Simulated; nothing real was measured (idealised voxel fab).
Proc. module: voxel gate over fins
We display cut, a cross-section 240 nm in width whose square cells are each 5 nm.
A cross-section is a grid of square cells, given in bands from the top down. A band is one or more rows of cells. Basically the band line says how high the top is and how high the bottom is, in nm, and then what's in it from left to right, every material with its width in nm. Empty space shows up as "air", and if a single material carries "full width" it runs the full band edge to edge. Heights are measured from 0, the level below which the as-received wafer is all one material; the lowest band has no bottom and continues downward, written as in "0 and below". Read "30..40" as a graded width: first number on top, second number at the bottom, same change between each pair of neighbouring rows. Step marked "everything unchanged"? Then no cell in the cross-section changed in it. Entry "Non-vented voids" = empty spaces >= 8 cells with no open way to the top; each as width x height at distance, distance from left edge, all nm. Step line, after settings: the simulator's comment on this step. "overlay nm" denotes, for a step that has a mask, the displacement of the mask to the right of its planned place, with negative values corresponding to the left.

List of planned process steps
1,RECEIVE with material Si
2,CONFORMAL_DEP with material SiN, thk nm 10
3,DIRECTIONAL_DEP with material aC, thk nm 15
4,PATTERN with tone cover, mask id FINS, material resist, width nm 15, pitch nm 35, thk nm 30, overlay nm 0
5,DIRECTIONAL_ETCH with etch materials aC, depth nm 15
6,STRIP with etch materials resist
7,DIRECTIONAL_ETCH with etch materials SiN, depth nm 10
8,DIRECTIONAL_ETCH with etch materials Si, depth nm 35
9,STRIP with etch materials aC
10,OXIDIZE with depth nm 5
11,FILL_DEP with material SiO2, thk nm 5
12,CMP with height nm 10
13,SELECTIVE_ETCH with etch materials SiO2, depth nm 25
14,STRIP with etch materials SiN
15,CONFORMAL_DEP with material HfO2, thk nm 5
16,CONFORMAL_DEP with material TiN, thk nm 5
17,FILL_DEP with material W, thk nm 10
18,CMP with height nm 15
19,CONFORMAL_DEP with material SiN, thk nm 5

First of two wafers: run as planned

Cross-section: wafer on arrival = after step 1
> 0 and below | Si full width
> Non-vented voids: none

Wafer after step 2 (cross-section)
> 10 down to 0 | SiN full width
> Everything under 0 stays put, no change at all.

Wafer after step 3 (cross-section)
> 25 down to 10 | aC full width
> Everything under 10 stays put, no change at all.

Wafer after step 4 (cross-section)
> 55 down to 25 | 75 nm air | 15 nm resist | 20 nm air | 15 nm resist | 20 nm air | 15 nm resist | 80 nm air
> Everything under 25 stays put, no change at all.

Wafer after step 5 (cross-section)
> 40 down to 25 | 75 nm air | 15 nm resist | 20 nm air | 15 nm resist | 20 nm air | 15 nm resist | 80 nm air
> 25 down to 10 | 75 nm air | 15 nm aC | 20 nm air | 15 nm aC | 20 nm air | 15 nm aC | 80 nm air
> Everything under 10 stays put, no change at all.

Wafer after step 6 (cross-section)
> 25 down to 10 | 75 nm air | 15 nm aC | 20 nm air | 15 nm aC | 20 nm air | 15 nm aC | 80 nm air
> Everything under 10 stays put, no change at all.

Wafer after step 7 (cross-section)
> 25 down to 10 | 75 nm air | 15 nm aC | 20 nm air | 15 nm aC | 20 nm air | 15 nm aC | 80 nm air
> 10 down to 0 | 75 nm air | 15 nm SiN | 20 nm air | 15 nm SiN | 20 nm air | 15 nm SiN | 80 nm air
> Everything under 0 stays put, no change at all.

Wafer after step 8 (cross-section)
> 25 down to 10 | 75 nm air | 15 nm aC | 20 nm air | 15 nm aC | 20 nm air | 15 nm aC | 80 nm air
> 10 down to 0 | 75 nm air | 15 nm SiN | 20 nm air | 15 nm SiN | 20 nm air | 15 nm SiN | 80 nm air
> 0 down to -35 | 75 nm air | 15 nm Si | 20 nm air | 15 nm Si | 20 nm air | 15 nm Si | 80 nm air
> Everything under -35 stays put, no change at all.

Wafer after step 9 (cross-section)
> 10 down to 0 | 75 nm air | 15 nm SiN | 20 nm air | 15 nm SiN | 20 nm air | 15 nm SiN | 80 nm air
> Everything under 0 stays put, no change at all.

Wafer after step 10 (cross-section)
> 10 down to 0 | 75 nm air | 15 nm SiN | 20 nm air | 15 nm SiN | 20 nm air | 15 nm SiN | 80 nm air
> 0 down to -35 | 75 nm air | 5 nm SiO2 | 5 nm Si | 5 nm SiO2 | 20 nm air | 5 nm SiO2 | 5 nm Si | 5 nm SiO2 | 20 nm air | 5 nm SiO2 | 5 nm Si | 5 nm SiO2 | 80 nm air
> -35 down to -40 | 80 nm SiO2 | 5 nm Si | 30 nm SiO2 | 5 nm Si | 30 nm SiO2 | 5 nm Si | 85 nm SiO2
> Everything under -40 stays put, no change at all.

Wafer after step 11 (cross-section)
> 15 down to 10 | SiO2 full width
> 10 down to 0 | 75 nm SiO2 | 15 nm SiN | 20 nm SiO2 | 15 nm SiN | 20 nm SiO2 | 15 nm SiN | 80 nm SiO2
> 0 down to -40 | 80 nm SiO2 | 5 nm Si | 30 nm SiO2 | 5 nm Si | 30 nm SiO2 | 5 nm Si | 85 nm SiO2
> Everything under -40 stays put, no change at all.

Wafer after step 12 (cross-section)
> 10 down to 0 | 75 nm SiO2 | 15 nm SiN | 20 nm SiO2 | 15 nm SiN | 20 nm SiO2 | 15 nm SiN | 80 nm SiO2
> Everything under 0 stays put, no change at all.

Wafer after step 13 (cross-section)
> 10 down to 0 | 75 nm air | 15 nm SiN | 20 nm air | 15 nm SiN | 20 nm air | 15 nm SiN | 80 nm air
> 0 down to -15 | 80 nm air | 5 nm Si | 30 nm air | 5 nm Si | 30 nm air | 5 nm Si | 85 nm air
> Everything under -15 stays put, no change at all.

Wafer after step 14 (cross-section)
> 0 down to -15 | 80 nm air | 5 nm Si | 30 nm air | 5 nm Si | 30 nm air | 5 nm Si | 85 nm air
> Everything under -15 stays put, no change at all.

Wafer after step 15 (cross-section)
> 5 down to 0 | 75 nm air | 15 nm HfO2 | 20 nm air | 15 nm HfO2 | 20 nm air | 15 nm HfO2 | 80 nm air
> 0 down to -10 | 75 nm air | 5 nm HfO2 | 5 nm Si | 5 nm HfO2 | 20 nm air | 5 nm HfO2 | 5 nm Si | 5 nm HfO2 | 20 nm air | 5 nm HfO2 | 5 nm Si | 5 nm HfO2 | 80 nm air
> -10 down to -15 | 80 nm HfO2 | 5 nm Si | 30 nm HfO2 | 5 nm Si | 30 nm HfO2 | 5 nm Si | 85 nm HfO2
> Everything under -15 stays put, no change at all.

Wafer after step 16 (cross-section)
> 10 down to 5 | 70 nm air | 25 nm TiN | 10 nm air | 25 nm TiN | 10 nm air | 25 nm TiN | 75 nm air
> 5 down to 0 | 70 nm air | 5 nm TiN | 15 nm HfO2 | 5 nm TiN | 10 nm air | 5 nm TiN | 15 nm HfO2 | 5 nm TiN | 10 nm air | 5 nm TiN | 15 nm HfO2 | 5 nm TiN | 75 nm air
> 0 down to -5 | 70 nm air | 5 nm TiN | 5 nm HfO2 | 5 nm Si | 5 nm HfO2 | 5 nm TiN | 10 nm air | 5 nm TiN | 5 nm HfO2 | 5 nm Si | 5 nm HfO2 | 5 nm TiN | 10 nm air | 5 nm TiN | 5 nm HfO2 | 5 nm Si | 5 nm HfO2 | 5 nm TiN | 75 nm air
> -5 down to -10 | 75 nm TiN | 5 nm HfO2 | 5 nm Si | 5 nm HfO2 | 20 nm TiN | 5 nm HfO2 | 5 nm Si | 5 nm HfO2 | 20 nm TiN | 5 nm HfO2 | 5 nm Si | 5 nm HfO2 | 80 nm TiN
> Everything under -10 stays put, no change at all.

Wafer after step 17 (cross-section)
> 20 down to 10 | W full width
> 10 down to 5 | 70 nm W | 25 nm TiN | 10 nm W | 25 nm TiN | 10 nm W | 25 nm TiN | 75 nm W
> 5 down to 0 | 70 nm W | 5 nm TiN | 15 nm HfO2 | 5 nm TiN | 10 nm W | 5 nm TiN | 15 nm HfO2 | 5 nm TiN | 10 nm W | 5 nm TiN | 15 nm HfO2 | 5 nm TiN | 75 nm W
> 0 down to -5 | 70 nm W | 5 nm TiN | 5 nm HfO2 | 5 nm Si | 5 nm HfO2 | 5 nm TiN | 10 nm W | 5 nm TiN | 5 nm HfO2 | 5 nm Si | 5 nm HfO2 | 5 nm TiN | 10 nm W | 5 nm TiN | 5 nm HfO2 | 5 nm Si | 5 nm HfO2 | 5 nm TiN | 75 nm W
> Everything under -5 stays put, no change at all.

Wafer after step 18 (cross-section)
> 15 down to 10 | W full width
> Everything under 10 stays put, no change at all.

Wafer after step 19 (cross-section)
> 20 down to 15 | SiN full width
> Everything under 15 stays put, no change at all.

What follows concerns the second wafer, which started out like the first and was meant to follow the very same plan; one mistake crept in when it was run, but everything up to and including step 7 is the same as for the first wafer

Cross-section: second wafer, time at which step 8 was scheduled to end
> 25 down to 10 | 75 nm air | 15 nm aC | 20 nm air | 15 nm aC | 20 nm air | 15 nm aC | 80 nm air
> 10 down to 0 | 75 nm air | 15 nm SiN | 20 nm air | 15 nm SiN | 20 nm air | 15 nm SiN | 80 nm air
> 0 down to -40 | 75 nm air | 15 nm Si | 20 nm air | 15 nm Si | 20 nm air | 15 nm Si | 80 nm air
> Everything under -40 stays put, no change at all.

Cross-section: second wafer, time at which step 9 was scheduled to end
> 10 down to 0 | 75 nm air | 15 nm SiN | 20 nm air | 15 nm SiN | 20 nm air | 15 nm SiN | 80 nm air
> Everything under 0 stays put, no change at all.

Cross-section: second wafer, time at which step 10 was scheduled to end
> 10 down to 0 | 75 nm air | 15 nm SiN | 20 nm air | 15 nm SiN | 20 nm air | 15 nm SiN | 80 nm air
> 0 down to -40 | 75 nm air | 5 nm SiO2 | 5 nm Si | 5 nm SiO2 | 20 nm air | 5 nm SiO2 | 5 nm Si | 5 nm SiO2 | 20 nm air | 5 nm SiO2 | 5 nm Si | 5 nm SiO2 | 80 nm air
> -40 down to -45 | 80 nm SiO2 | 5 nm Si | 30 nm SiO2 | 5 nm Si | 30 nm SiO2 | 5 nm Si | 85 nm SiO2
> Everything under -45 stays put, no change at all.

Cross-section: second wafer, time at which step 11 was scheduled to end
> 15 down to 10 | SiO2 full width
> 10 down to 0 | 75 nm SiO2 | 15 nm SiN | 20 nm SiO2 | 15 nm SiN | 20 nm SiO2 | 15 nm SiN | 80 nm SiO2
> 0 down to -45 | 80 nm SiO2 | 5 nm Si | 30 nm SiO2 | 5 nm Si | 30 nm SiO2 | 5 nm Si | 85 nm SiO2
> Everything under -45 stays put, no change at all.

Cross-section: second wafer, time at which step 12 was scheduled to end
> 10 down to 0 | 75 nm SiO2 | 15 nm SiN | 20 nm SiO2 | 15 nm SiN | 20 nm SiO2 | 15 nm SiN | 80 nm SiO2
> Everything under 0 stays put, no change at all.

Cross-section: second wafer, time at which step 13 was scheduled to end
> 10 down to 0 | 75 nm air | 15 nm SiN | 20 nm air | 15 nm SiN | 20 nm air | 15 nm SiN | 80 nm air
> 0 down to -15 | 80 nm air | 5 nm Si | 30 nm air | 5 nm Si | 30 nm air | 5 nm Si | 85 nm air
> Everything under -15 stays put, no change at all.

Cross-section: second wafer, time at which step 14 was scheduled to end
> 0 down to -15 | 80 nm air | 5 nm Si | 30 nm air | 5 nm Si | 30 nm air | 5 nm Si | 85 nm air
> Everything under -15 stays put, no change at all.

Cross-section: second wafer, time at which step 15 was scheduled to end
> 5 down to 0 | 75 nm air | 15 nm HfO2 | 20 nm air | 15 nm HfO2 | 20 nm air | 15 nm HfO2 | 80 nm air
> 0 down to -10 | 75 nm air | 5 nm HfO2 | 5 nm Si | 5 nm HfO2 | 20 nm air | 5 nm HfO2 | 5 nm Si | 5 nm HfO2 | 20 nm air | 5 nm HfO2 | 5 nm Si | 5 nm HfO2 | 80 nm air
> -10 down to -15 | 80 nm HfO2 | 5 nm Si | 30 nm HfO2 | 5 nm Si | 30 nm HfO2 | 5 nm Si | 85 nm HfO2
> Everything under -15 stays put, no change at all.

Cross-section: second wafer, time at which step 16 was scheduled to end
> 10 down to 5 | 70 nm air | 25 nm TiN | 10 nm air | 25 nm TiN | 10 nm air | 25 nm TiN | 75 nm air
> 5 down to 0 | 70 nm air | 5 nm TiN | 15 nm HfO2 | 5 nm TiN | 10 nm air | 5 nm TiN | 15 nm HfO2 | 5 nm TiN | 10 nm air | 5 nm TiN | 15 nm HfO2 | 5 nm TiN | 75 nm air
> 0 down to -5 | 70 nm air | 5 nm TiN | 5 nm HfO2 | 5 nm Si | 5 nm HfO2 | 5 nm TiN | 10 nm air | 5 nm TiN | 5 nm HfO2 | 5 nm Si | 5 nm HfO2 | 5 nm TiN | 10 nm air | 5 nm TiN | 5 nm HfO2 | 5 nm Si | 5 nm HfO2 | 5 nm TiN | 75 nm air
> -5 down to -10 | 75 nm TiN | 5 nm HfO2 | 5 nm Si | 5 nm HfO2 | 20 nm TiN | 5 nm HfO2 | 5 nm Si | 5 nm HfO2 | 20 nm TiN | 5 nm HfO2 | 5 nm Si | 5 nm HfO2 | 80 nm TiN
> Everything under -10 stays put, no change at all.

Cross-section: second wafer, time at which step 17 was scheduled to end
> 20 down to 10 | W full width
> 10 down to 5 | 70 nm W | 25 nm TiN | 10 nm W | 25 nm TiN | 10 nm W | 25 nm TiN | 75 nm W
> 5 down to 0 | 70 nm W | 5 nm TiN | 15 nm HfO2 | 5 nm TiN | 10 nm W | 5 nm TiN | 15 nm HfO2 | 5 nm TiN | 10 nm W | 5 nm TiN | 15 nm HfO2 | 5 nm TiN | 75 nm W
> 0 down to -5 | 70 nm W | 5 nm TiN | 5 nm HfO2 | 5 nm Si | 5 nm HfO2 | 5 nm TiN | 10 nm W | 5 nm TiN | 5 nm HfO2 | 5 nm Si | 5 nm HfO2 | 5 nm TiN | 10 nm W | 5 nm TiN | 5 nm HfO2 | 5 nm Si | 5 nm HfO2 | 5 nm TiN | 75 nm W
> Everything under -5 stays put, no change at all.

Cross-section: second wafer, time at which step 18 was scheduled to end
> 15 down to 10 | W full width
> Everything under 10 stays put, no change at all.

Cross-section: second wafer, time at which step 19 was scheduled to end
> 20 down to 15 | SiN full width
> Everything under 15 stays put, no change at all.
Run error: step 8 was run on a setting that differed from the plan, and what really ran there is DIRECTIONAL_ETCH with etch materials Si, depth nm 40
The second wafer ends with more or fewer cells of some materials than the first, per final count: 45 fewer of Si | 45 more of SiO2
